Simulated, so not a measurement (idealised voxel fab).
This section sets out a process module, namely voxel self aligned contacts.
Square cell edge 5 nm, section width 230 nm, ID cut.
Cross-section, as written here: a square-cell grid given band by band from the top down, where a band holds one or more rows of cells.
Look at the band entry: it leads with the top's height and the bottom's height in nm. Then it lists the materials left to right, with a width in nm for each. The word "throughout" on a single material says that material fills the band edge to edge. The word "air" is empty space.
Ref level 0: as-received wafer is one material below here. Bottom band extends down with no lower bound ("top 0, no bottom").
With a width like "30->40", each row of cells in the band differs from the next by the same amount, the top row carrying the first number and the bottom row the second.
Reading "nothing changed" for a step: not a cell of the cross-section changed in it.
"Sealed voids" specifies each empty space that is not open to the top and that occupies no fewer than 8 cells, using the form width x height at distance, the distance measured from the left edge and all three quantities in nm.
That trailing text on a step's line, after the settings, is the simulator's own remark on the step.
overlay nm: right-of-plan distance of the mask on a masked step; negative values mean left-of-plan.
Process steps - plan:
1) RECEIVE | material Si
2) OXIDIZE | depth nm 5
3) DIRECTIONAL_DEP | material polySi | thk nm 25
4) DIRECTIONAL_DEP | material SiN | thk nm 15
5) MASKED_ETCH | tone cover | mask id GATE | width nm 30 | pitch nm 65 | etch materials SiN | depth nm 15 | overlay nm 0
6) MASKED_ETCH | tone cover | mask id GATE | width nm 30 | pitch nm 65 | etch materials polySi | depth nm 25 | overlay nm 0
7) CONFORMAL_DEP | material SiN | thk nm 5
8) DIRECTIONAL_ETCH | etch materials SiN | depth nm 5
9) FILL_DEP | material SiO2 | thk nm 20
10) CMP | height nm 50
11) MASKED_ETCH | tone open | mask id CONTACT | width nm 45 | pitch nm 65 | etch materials SiO2 | depth nm 55 | overlay nm 0
12) CONFORMAL_DEP | material TiN | thk nm 5
13) FILL_DEP | material Ru | thk nm 5
14) CMP | height nm 50
15) CONFORMAL_DEP | material SiCN | thk nm 5
Incoming wafer in cross-section (state: after step 1):
top 0, no bottom: Si throughout
Sealed voids: none
First wafer of two, sectioned at end of module; run went per plan:
top 55, bottom 50: SiCN throughout
top 50, bottom 40: SiO2 60 | TiN 5->15 | Ru 35->15 | TiN 5->15 | SiO2 20 | TiN 5->15 | Ru 35->15 | TiN 5->15 | SiO2 60
top 40, bottom 25: SiO2 30 | SiN 40 | TiN 5 | Ru 15 | TiN 5 | SiN 40 | TiN 5 | Ru 15 | TiN 5 | SiN 40 | SiO2 30
top 25, bottom 0: SiO2 30 | SiN 5 | polySi 30 | SiN 5 | TiN 5 | Ru 15 | TiN 5 | SiN 5 | polySi 30 | SiN 5 | TiN 5 | Ru 15 | TiN 5 | SiN 5 | polySi 30 | SiN 5 | SiO2 30
top 0, bottom -5: SiO2 70 | TiN 25 | SiO2 40 | TiN 25 | SiO2 70
top -5, no bottom: Si throughout
Sealed voids: none
Second of two wafers, module complete, sectioned: it shares the first wafer's start and plan but was run with one mistake:
top 55, bottom 50: SiCN throughout
top 50, bottom 40: SiO2 60 | TiN 5->15 | Ru 35->15 | TiN 5->15 | SiO2 20 | TiN 5->15 | Ru 35->15 | TiN 5->15 | SiO2 60
top 40, bottom 25: SiO2 30 | SiN 40 | TiN 5 | Ru 15 | TiN 5 | SiN 40 | TiN 5 | Ru 15 | TiN 5 | SiN 40 | SiO2 30
top 25, bottom 5: SiO2 30 | SiN 5 | polySi 30 | SiN 5 | TiN 5 | Ru 15 | TiN 5 | SiN 5 | polySi 30 | SiN 5 | TiN 5 | Ru 15 | TiN 5 | SiN 5 | polySi 30 | SiN 5 | SiO2 30
top 5, bottom 0: SiO2 30 | SiN 5 | polySi 30 | SiN 5 | TiN 25 | SiN 5 | polySi 30 | SiN 5 | TiN 25 | SiN 5 | polySi 30 | SiN 5 | SiO2 30
top 0, no bottom: Si throughout
Sealed voids: none
So what did we get wrong on this run? yeah, step 2 of the plan got skipped, never ran
Final cells, second wafer relative to first, materials higher or lower: -6 Ru; +46 Si; -36 SiO2; -4 TiN
